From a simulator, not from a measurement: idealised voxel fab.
process module | voxel wiring stack
cross-section cut | 285 nm wide | cells 5 nm
A cross-section is a grid of square cells, given in bands from the top down. A band is one or more rows of cells.
Each band's line starts with the height of the band's top and of its bottom, in nm. Then come its materials from left to right, each with its width in nm. One material with "throughout" fills the band from edge to edge. "air" is empty space.
Height 0 is the level under which the wafer as received is all one material. The lowest band goes on downwards, as in "0 down".
A width such as "30 to 40" changes by the same amount from each row of cells to the next, from the band's top row to its bottom row.
"no change" after a step means that no cell of the cross-section changed.
closed voids: empty space of 8 cells or more with no open way to the top, each as width x height at its distance from the left edge, in nm
after a step's settings: what the simulator itself notes on the step
overlay nm, on a step with a mask: how far to the right of its planned place the mask lay; to the left if negative
plan
1 op RECEIVE | material Si
2 op CONFORMAL_DEP | material SiO2 | thk nm 15
3 op CONFORMAL_DEP | material SiCN | thk nm 5
4 op DIRECTIONAL_DEP | material SiO2 | thk nm 25
5 op MASKED_ETCH | tone open | mask id METAL_1 | width nm 25 | pitch nm 40 | etch materials SiO2 | depth nm 25 | overlay nm 0
6 op MASKED_ETCH | tone open | mask id METAL_1 | width nm 25 | pitch nm 40 | etch materials SiCN | depth nm 5 | overlay nm 0
7 op CONFORMAL_DEP | material TiN | thk nm 5
8 op FILL_DEP | material Ru | thk nm 10
9 op CMP | height nm 45
10 op EPI | material Ru | thk nm 5
11 op FILL_DEP | material SiCN | thk nm 5
12 op DIRECTIONAL_DEP | material lowk | thk nm 35
13 op MASKED_ETCH | tone open | mask id METAL_2 | width nm 25 | pitch nm 40 | etch materials lowk | depth nm 20 | overlay nm 0
14 op MASKED_ETCH | tone open | mask id METAL_2_HOLES | width nm 15 | pitch nm 80 | etch materials lowk | depth nm 15 | overlay nm 0
15 op MASKED_ETCH | tone open | mask id METAL_2_HOLES | width nm 15 | pitch nm 80 | etch materials SiCN | depth nm 5 | overlay nm 0
16 op CONFORMAL_DEP | material TiN | thk nm 5
17 op FILL_DEP | material Cu | thk nm 5
18 op CMP | height nm 90
19 op CONFORMAL_DEP | material SiCN | thk nm 5
20 op DIRECTIONAL_DEP | material SiO2 | thk nm 10
21 op DIRECTIONAL_DEP | material aC | thk nm 15
22 op PATTERN | tone open | mask id PLUG_2 | material resist | width nm 15 | pitch nm 40 | thk nm 35 | overlay nm 0
23 op DIRECTIONAL_ETCH | etch materials aC | depth nm 15
24 op STRIP | etch materials resist
25 op DIRECTIONAL_ETCH | etch materials SiO2 | depth nm 10
26 op DIRECTIONAL_ETCH | etch materials SiCN | depth nm 5
27 op STRIP | etch materials aC
28 op EPI | material Ru | thk nm 10
29 op EPI | material Ru | thk nm 5
30 op CONFORMAL_DEP | material SiN | thk nm 5
31 op DIRECTIONAL_DEP | material lowk | thk nm 20
32 op DIRECTIONAL_DEP | material aC | thk nm 10
33 op PATTERN | tone open | mask id METAL_3 | material resist | width nm 25 | pitch nm 40 | thk nm 30 | overlay nm 0
34 op DIRECTIONAL_ETCH | etch materials aC | depth nm 10
35 op STRIP | etch materials resist
36 op DIRECTIONAL_ETCH | etch materials lowk | depth nm 20
37 op DIRECTIONAL_ETCH | etch materials SiN | depth nm 5
38 op STRIP | etch materials aC
39 op CONFORMAL_DEP | material TiN | thk nm 5
40 op FILL_DEP | material W | thk nm 10
41 op CMP | height nm 130
42 op CONFORMAL_DEP | material SiCN | thk nm 5
43 op DIRECTIONAL_DEP | material lowk | thk nm 15
44 op DIRECTIONAL_DEP | material aC | thk nm 15
45 op PATTERN | tone open | mask id PLUG_3 | material resist | width nm 15 | pitch nm 80 | thk nm 35 | overlay nm 0
46 op DIRECTIONAL_ETCH | etch materials aC | depth nm 15
47 op STRIP | etch materials resist
48 op DIRECTIONAL_ETCH | etch materials lowk | depth nm 15
49 op DIRECTIONAL_ETCH | etch materials SiCN | depth nm 5
50 op STRIP | etch materials aC
51 op EPI | material Ru | thk nm 10
52 op EPI | material Ru | thk nm 10
53 op DIRECTIONAL_DEP | material TiN | thk nm 5
54 op DIRECTIONAL_DEP | material Ru | thk nm 15
55 op MASKED_ETCH | tone cover | mask id METAL_4 | width nm 25 | pitch nm 40 | etch materials Ru | depth nm 15 | overlay nm 0
56 op MASKED_ETCH | tone cover | mask id METAL_4 | width nm 25 | pitch nm 40 | etch materials TiN | depth nm 5 | overlay nm 0
57 op CONFORMAL_DEP | material SiCN | thk nm 5
58 op FILL_DEP | material lowk | thk nm 10
59 op CMP | height nm 170
60 op CONFORMAL_DEP | material SiCN | thk nm 5
as received, after step 1
  0 down: Si throughout
  closed voids: none
a wafer at the end: this start, this plan, one mistake
  175 to 170: SiCN throughout
  170 to 160: Ru 70 | SiCN 5 | lowk 15 | SiCN 5 | Ru 15 | SiCN 5 | lowk 15 | SiCN 5 | Ru 15 | SiCN 5 | lowk 15 | SiCN 5 | Ru 15 | SiCN 5 | lowk 15 | SiCN 5 | Ru 70
  160 to 155: Ru 70 | SiCN 25 | Ru 15 | SiCN 25 | Ru 15 | SiCN 25 | Ru 15 | SiCN 25 | Ru 70
  155 to 150: TiN throughout
  150 to 135: lowk 70 | Ru 15 | lowk 65 | Ru 15 | lowk 120
  135 to 130: SiCN 70 | Ru 15 | SiCN 65 | Ru 15 | SiCN 120
  130 to 110: lowk 70 | TiN 5 | W 15 | TiN 5 | lowk 15 | TiN 5 | W 15 | TiN 5 | lowk 15 | TiN 5 | W 15 | TiN 5 | lowk 15 | TiN 5 | W 15 | TiN 5 | lowk 70
  110 to 105: SiN 70 | TiN 25 | SiN 15 | TiN 25 | SiN 15 | TiN 25 | SiN 15 | TiN 25 | SiN 70
  105 to 95: SiO2 70 | Ru 15 | SiO2 25 | Ru 15 | SiO2 25 | Ru 15 | SiO2 25 | Ru 15 | SiO2 80
  95 to 90: SiCN 70 | Ru 15 | SiCN 25 | Ru 15 | SiCN 25 | Ru 15 | SiCN 25 | Ru 15 | SiCN 80
  90 to 75: lowk 70 | TiN 5 | Cu 15 | TiN 5 | lowk 15 | TiN 5 | Cu 15 | TiN 5 | lowk 15 | TiN 5 | Cu 15 | TiN 5 | lowk 15 | TiN 5 | Cu 15 | TiN 5 | lowk 70
  75 to 70: lowk 70 | TiN 5 | Cu 5 | TiN 15 | lowk 15 | TiN 25 | lowk 15 | TiN 5 | Cu 5 | TiN 15 | lowk 15 | TiN 25 | lowk 70
  70 to 55: lowk 70 | TiN 5 | Cu 5 | TiN 5 | lowk 65 | TiN 5 | Cu 5 | TiN 5 | lowk 120
  55 to 50: SiCN 70 | TiN 15 | SiCN 65 | TiN 15 | SiCN 120
  50 to 45: SiCN 65 | Ru 35 | SiCN 5 | Ru 35 | SiCN 5 | Ru 35 | SiCN 5 | Ru 35 | SiCN 65
  45 to 20: SiO2 70 | TiN 5 | Ru 15 | TiN 5 | SiO2 15 | TiN 5 | Ru 15 | TiN 5 | SiO2 15 | TiN 5 | Ru 15 | TiN 5 | SiO2 15 | TiN 5 | Ru 15 | TiN 5 | SiO2 70
  20 to 15: SiCN 70 | TiN 25 | SiCN 15 | TiN 25 | SiCN 15 | TiN 25 | SiCN 15 | TiN 25 | SiCN 70
  15 to 0: SiO2 throughout
  0 down: Si throughout
  closed voids: none
what went wrong: step 55 ran as: op MASKED_ETCH | tone open | mask id METAL_4 | width nm 25 | pitch nm 40 | etch materials Ru | depth nm 15 | overlay nm 0
